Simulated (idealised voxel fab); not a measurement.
Process module heading - voxel ribs on slabs
Each square cell in cross-section cut measures 5 nm, and the section as a whole is 150 nm wide.
A cross-section is a grid of square cells, given in bands from the top down. A band is one or more rows of cells. What a band's entry tells you: where the top is and where the bottom is, as heights in nm, and after that what lies inside, material by material from left to right, each with its width in nm. Empty space is written as the word "blank", and a single material marked with the word "throughout" occupies the band from edge to edge. Heights are measured from 0, the level below which the as-received wafer is all one material; the lowest band has no bottom and continues downward, written as in "0..down". When a width is written as two numbers, as in "30 to 40", the first number is the width in the top row of cells of the band and the second is the width in its bottom row, and the width changes by the same amount from each row to the next. A step reported as "remains unaltered" is a step in which no cell of the cross-section changed. What "Unvented cavities" gives you is every empty space of 8 cells or more that is cut off from the top. Each appears as width x height at distance, with the distance taken from the left edge and width, height and distance all in nm. That trailing text on a step's line, after the settings, is the simulator's own remark on the step. Among the settings permitted on a step's line is "overlay nm"; applied to a step with a mask, it specifies the extent to which the mask lay to the right of its planned position, whereas a negative figure signifies a position to the left.
Intended process steps:
1 RECEIVE (material Si)
2 DIRECTIONAL_DEP (material SiO2; thk nm 20)
3 DIRECTIONAL_DEP (material polySi; thk nm 20)
4 MASKED_ETCH (tone cover; mask id RIB; width nm 15; etch materials polySi; depth nm 5; overlay nm 0)
5 DIRECTIONAL_DEP (material aC; thk nm 15)
6 PATTERN (tone cover; mask id SLAB; material resist; width nm 45; thk nm 30; overlay nm 0)
7 DIRECTIONAL_ETCH (etch materials aC; depth nm 15)
8 STRIP (etch materials resist)
9 DIRECTIONAL_ETCH (etch materials polySi; depth nm 15)
10 STRIP (etch materials aC)
11 FILL_DEP (material SiO2; thk nm 20)
12 CMP (height nm 50)
13 DIRECTIONAL_DEP (material TiN; thk nm 10)
14 PATTERN (tone cover; mask id HEATER; material resist; width nm 25; thk nm 15; overlay nm 0)
15 DIRECTIONAL_ETCH (etch materials TiN; depth nm 10)
16 STRIP (etch materials resist)
17 CONFORMAL_DEP (material SiN; thk nm 10)
Wafer cross-section on receipt, i.e. after step 1:
0..down: Si throughout
Unvented cavities: none
Cross-sectional image of the first of two wafers at the end of the module, the run having proceeded as planned:
70..60: blank (50); SiN (45); blank (55)
60..50: SiN (60); TiN (25); SiN (65)
50..40: SiO2 throughout
40..35: SiO2 (65); polySi (15); SiO2 (70)
35..20: SiO2 (50); polySi (45); SiO2 (55)
20..0: SiO2 throughout
0..down: Si throughout
Unvented cavities: none
This is the second of the two wafers, cross-sectioned at the end of the module; it started exactly like the first and was given the same plan, but it was run with one mistake:
70..60: blank (50); TiN (45); blank (55)
60..50: TiN throughout
50..40: SiO2 throughout
40..35: SiO2 (65); polySi (15); SiO2 (70)
35..20: SiO2 (50); polySi (45); SiO2 (55)
20..0: SiO2 throughout
0..down: Si throughout
Unvented cavities: none
Against the plan, the run slipped here: step 17 ran with different settings than intended, the actual operation and settings being CONFORMAL_DEP (material TiN; thk nm 10)
Looking at both finished wafers in cells, the second ends up ahead of or behind the first on some materials: -68 SiN | +68 TiN
